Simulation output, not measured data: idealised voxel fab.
The name of this process module is voxel local oxidation.
Displayed cross-section: cut, width of 175 nm, square cells sized 5 nm.
How to read a cross-section here: the picture is a grid of square cells, written as bands going from the top down, and any band can span one or more rows of cells.
What a band's entry tells you: where the top is and where the bottom is, as heights in nm, and after that what lies inside, material by material from left to right, each with its width in nm. Empty space is written as the word "empty", and a single material marked with the word "full width" occupies the band from edge to edge.
Note: height 0 marks the level under which the wafer is uniformly one material as received. Lowest band unbounded below, written "from 0 down".
It should be noted that a width expressed as "30 to 40" varies in equal increments from row to row of cells within the band, taking the value of the first number at the top row and that of the second number at the bottom row.
You'll sometimes find "all unchanged" written for a step, and that's the way of saying that nowhere in the cross-section did a cell change during that step.
For the entry "Trapped voids", the listed items are empty spaces with no open way to the top whose size is 8 cells or more; each item follows the pattern width x height at distance, where distance is from the left edge and all three are in nm.
If you see something after the settings on a step's line, that's the simulator's own remark about that step.
overlay nm: right-of-plan distance of the mask on a masked step; negative values mean left-of-plan.

-- The following list gives the planned process steps
1,RECEIVE,material Si
2,OXIDIZE,depth nm 5
3,CONFORMAL_DEP,material SiN,thk nm 10
4,PATTERN,tone cover,mask id ACTIVE,material resist,width nm 130,thk nm 15,overlay nm 0
5,DIRECTIONAL_ETCH,etch materials SiN,depth nm 10
6,STRIP,etch materials resist
7,SELECTIVE_ETCH,etch materials SiO2,depth nm 5
8,OXIDIZE,depth nm 10
9,STRIP,etch materials SiN

-- Of two wafers, the first: run according to plan

-- as received, after step 1
  from 0 down: Si full width
  Trapped voids: none

-- After step 2, in cross-section
  from 0 to -5: SiO2 full width
  Everything under -5 stays put, no change at all.

-- After step 3, in cross-section
  from 10 to 0: SiN full width
  Everything under 0 stays put, no change at all.

-- After step 4, in cross-section
  from 25 to 10: empty 20 / resist 130 / empty 25
  Everything under 10 stays put, no change at all.

-- After step 5, in cross-section
  from 25 to 10: empty 20 / resist 130 / empty 25
  from 10 to 0: empty 20 / SiN 130 / empty 25
  Everything under 0 stays put, no change at all.

-- After step 6, in cross-section
  from 10 to 0: empty 20 / SiN 130 / empty 25
  Everything under 0 stays put, no change at all.

-- After step 7, in cross-section
  from 10 to 0: empty 20 / SiN 130 / empty 25
  from 0 to -5: empty 25 / SiO2 120 / empty 30
  Everything under -5 stays put, no change at all.

-- After step 8, in cross-section
  from 10 to 0: empty 20 / SiN 130 / empty 25
  from 0 to -5: empty 25 / SiO2 120 / empty 30
  from -5 to -15: SiO2 35 / Si 100 / SiO2 40
  Everything under -15 stays put, no change at all.

-- After step 9, in cross-section
  from 0 to -5: empty 25 / SiO2 120 / empty 30
  Everything under -5 stays put, no change at all.

-- Second of two: same start, same plan, one run error; steps up to and including 8 match the first

At the planned end of step 9, the second wafer in cross-section: all unchanged
Against the plan, the run slipped here: step 9 in the plan did not get run; it was skipped
Wrapping up, a cell-based count of both wafers puts the second over or under the first for these materials: SiN +52
